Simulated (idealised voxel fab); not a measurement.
The process module that follows is named voxel wiring stack.
Square cells of 5 nm make up the cross-section cut, whose width is 290 nm.
A cross-section in this document is a grid of square cells, and it is written down as bands, the top band listed before the ones below it; a band is made up of one or more rows of cells.
Read a band's entry like this: the first values are the height of its top and the height of its bottom in nm, and what follows is the sequence of materials from left to right, each with its width in nm. Note that "blank" is empty space, and that a single material marked "everywhere" reaches across the band from edge to edge.
Height 0 is the level under which the wafer as received is all one material. The lowest band goes on downwards, as in "0 -> down".
Per-row width for "30..40": begins at first number (top row of band), ends at second number (bottom row), increment between rows held constant.
For the purposes of this document, the phrase "no alteration" attached to a step denotes that no cell within the cross-section was modified by that step.
Any empty space of 8 cells or more lacking an open way to the top shows up in "Closed internal voids" as width x height at distance, distance from the left edge, in nm.
Anything after a step's settings on that line? It's the simulator's own note about the step.
The setting "overlay nm" may be written on the line of a step. When the step uses a mask, the value reports how far to the right of the planned place the mask lay, and a negative value reports that it lay to the left.

PROCESS STEPS - PLAN
- 1: RECEIVE | material Si
- 2: CONFORMAL_DEP | material SiO2 | thk nm 15
- 3: CONFORMAL_DEP | material SiCN | thk nm 5
- 4: DIRECTIONAL_DEP | material lowk | thk nm 20
- 5: DIRECTIONAL_DEP | material aC | thk nm 10
- 6: PATTERN | tone open | mask id METAL_1 | material resist | width nm 30 | pitch nm 45 | thk nm 25 | overlay nm 0
- 7: DIRECTIONAL_ETCH | etch materials aC | depth nm 10
- 8: STRIP | etch materials resist
- 9: DIRECTIONAL_ETCH | etch materials lowk | depth nm 20
- 10: DIRECTIONAL_ETCH | etch materials SiCN | depth nm 5
- 11: STRIP | etch materials aC
- 12: CONFORMAL_DEP | material TiN | thk nm 5
- 13: FILL_DEP | material Cu | thk nm 10
- 14: CMP | height nm 40
- 15: CONFORMAL_DEP | material SiCN | thk nm 5
- 16: DIRECTIONAL_DEP | material SiO2 | thk nm 15
- 17: PATTERN | tone open | mask id PLUG_1 | material resist | width nm 15 | pitch nm 45 | thk nm 15 | overlay nm 0
- 18: DIRECTIONAL_ETCH | etch materials SiO2 | depth nm 15
- 19: DIRECTIONAL_ETCH | etch materials SiCN | depth nm 5
- 20: STRIP | etch materials resist
- 21: EPI | material Ru | thk nm 10
- 22: EPI | material Ru | thk nm 10
- 23: CONFORMAL_DEP | material SiCN | thk nm 5
- 24: DIRECTIONAL_DEP | material lowk | thk nm 20
- 25: MASKED_ETCH | tone open | mask id METAL_2 | width nm 30 | pitch nm 45 | etch materials lowk | depth nm 20 | overlay nm 0
- 26: MASKED_ETCH | tone open | mask id METAL_2 | width nm 30 | pitch nm 45 | etch materials SiCN | depth nm 5 | overlay nm 0
- 27: CONFORMAL_DEP | material TiN | thk nm 5
- 28: FILL_DEP | material W | thk nm 10
- 29: CMP | height nm 85
- 30: CONFORMAL_DEP | material SiCN | thk nm 5
- 31: DIRECTIONAL_DEP | material lowk | thk nm 25
- 32: PATTERN | tone open | mask id METAL_3_HOLES | material resist | width nm 15 | pitch nm 90 | thk nm 15 | overlay nm 0
- 33: DIRECTIONAL_ETCH | etch materials lowk | depth nm 25
- 34: STRIP | etch materials resist
- 35: DIRECTIONAL_DEP | material aC | thk nm 15
- 36: PATTERN | tone open | mask id METAL_3 | material resist | width nm 20 | pitch nm 45 | thk nm 35 | overlay nm 0
- 37: DIRECTIONAL_ETCH | etch materials aC | depth nm 15
- 38: STRIP | etch materials resist
- 39: DIRECTIONAL_ETCH | etch materials lowk | depth nm 15
- 40: DIRECTIONAL_ETCH | etch materials SiCN | depth nm 5
- 41: STRIP | etch materials aC
- 42: CONFORMAL_DEP | material TiN | thk nm 5
- 43: FILL_DEP | material Cu | thk nm 5
- 44: CMP | height nm 115
- 45: CONFORMAL_DEP | material SiCN | thk nm 5
All wafers enter the flow in the same state. The width nm at step 36 differs from wafer to wafer, and the plan gives the value for the first wafer.

THE AS-RECEIVED CROSS-SECTION OF THE FIRST OF SEVERAL WAFERS CORRESPONDS TO THE STATE AFTER STEP 1
0 -> down | Si everywhere
Closed internal voids: none

END OF MODULE, BY WAFER: MATERIAL-BY-MATERIAL CELL GAIN (+) OR LOSS (-) SINCE RECEIPT, THEN CLOSED VOIDS
width nm 20 | +88 Cu | +48 Ru | +226 SiCN | +312 SiO2 | +158 TiN | +64 W | +496 lowk | Closed internal voids: none
width nm 25 | +96 Cu | +48 Ru | +226 SiCN | +312 SiO2 | +162 TiN | +64 W | +484 lowk | Closed internal voids: none
width nm 30 | +102 Cu | +48 Ru | +224 SiCN | +312 SiO2 | +164 TiN | +64 W | +478 lowk | Closed internal voids: none
